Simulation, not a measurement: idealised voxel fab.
process module | voxel ribs on slabs
cross-section cut | 255 nm wide | cells 5 nm
A cross-section is a grid of square cells, given in bands from the top down. A band is one or more rows of cells.
Each band's line starts with the height of the band's top and of its bottom, in nm. Then come its materials from left to right, each with its width in nm. One material with "throughout" fills the band from edge to edge. "air" is empty space.
Height 0 is the level under which the wafer as received is all one material. The lowest band goes on downwards, as in "0 down".
A width such as "30 to 40" changes by the same amount from each row of cells to the next, from the band's top row to its bottom row.
"no change" after a step means that no cell of the cross-section changed.
closed voids: empty space of 8 cells or more with no open way to the top, each as width x height at its distance from the left edge, in nm
after a step's settings: what the simulator itself notes on the step
overlay nm, on a step with a mask: how far to the right of its planned place the mask lay; to the left if negative
plan
1 op RECEIVE | material Si
2 op DIRECTIONAL_DEP | material SiO2 | thk nm 30
3 op DIRECTIONAL_DEP | material polySi | thk nm 25
4 op MASKED_ETCH | tone cover | mask id RIB | width nm 25 | etch materials polySi | depth nm 15 | overlay nm 0
5 op MASKED_ETCH | tone cover | mask id SLAB | width nm 75 | etch materials polySi | depth nm 10 | overlay nm 0
6 op FILL_DEP | material SiO2 | thk nm 15
7 op CMP | height nm 65
8 op DIRECTIONAL_DEP | material TiN | thk nm 10
9 op PATTERN | tone cover | mask id HEATER | material resist | width nm 35 | thk nm 15 | overlay nm 0
10 op DIRECTIONAL_ETCH | etch materials TiN | depth nm 10
11 op STRIP | etch materials resist
12 op CONFORMAL_DEP | material SiO2 | thk nm 5
first wafer, as planned
as received, after step 1
  0 down: Si throughout
  closed voids: none
after step 2
  30 to 0: SiO2 throughout
  below 0: unchanged
after step 3
  55 to 30: polySi throughout
  below 30: unchanged
after step 4
  55 to 40: air 115 | polySi 25 | air 115
  below 40: unchanged
after step 5
  55 to 40: air 115 | polySi 25 | air 115
  40 to 30: air 90 | polySi 75 | air 90
  below 30: unchanged
after step 6
  70 to 55: SiO2 throughout
  55 to 40: SiO2 115 | polySi 25 | SiO2 115
  40 to 30: SiO2 90 | polySi 75 | SiO2 90
  below 30: unchanged
after step 7
  65 to 55: SiO2 throughout
  below 55: unchanged
after step 8
  75 to 65: TiN throughout
  below 65: unchanged
after step 9
  90 to 75: air 110 | resist 35 | air 110
  below 75: unchanged
after step 10
  90 to 75: air 110 | resist 35 | air 110
  75 to 65: air 110 | TiN 35 | air 110
  below 65: unchanged
after step 11
  75 to 65: air 110 | TiN 35 | air 110
  below 65: unchanged
after step 12
  80 to 75: air 105 | SiO2 45 | air 105
  75 to 70: air 105 | SiO2 5 | TiN 35 | SiO2 5 | air 105
  70 to 65: SiO2 110 | TiN 35 | SiO2 110
  below 65: unchanged
second wafer: like start, like plan, one mistake. Through step 4 it matches the first wafer
when step 5 should have ended
  55 to 40: air 115 | polySi 25 | air 115
  40 to 30: air 95 | polySi 65 | air 95
  below 30: unchanged
when step 6 should have ended
  70 to 55: SiO2 throughout
  55 to 40: SiO2 115 | polySi 25 | SiO2 115
  40 to 30: SiO2 95 | polySi 65 | SiO2 95
  below 30: unchanged
when step 7 should have ended
  65 to 55: SiO2 throughout
  below 55: unchanged
when step 8 should have ended
  75 to 65: TiN throughout
  below 65: unchanged
when step 9 should have ended
  90 to 75: air 110 | resist 35 | air 110
  below 75: unchanged
when step 10 should have ended
  90 to 75: air 110 | resist 35 | air 110
  75 to 65: air 110 | TiN 35 | air 110
  below 65: unchanged
when step 11 should have ended
  75 to 65: air 110 | TiN 35 | air 110
  below 65: unchanged
when step 12 should have ended
  80 to 75: air 105 | SiO2 45 | air 105
  75 to 70: air 105 | SiO2 5 | TiN 35 | SiO2 5 | air 105
  70 to 65: SiO2 110 | TiN 35 | SiO2 110
  below 65: unchanged
what went wrong: step 5 ran as: op MASKED_ETCH | tone cover | mask id SLAB | width nm 65 | etch materials polySi | depth nm 10 | overlay nm 0
at the end the second wafer has, in cells: 4 more of SiO2 | 4 fewer of polySi
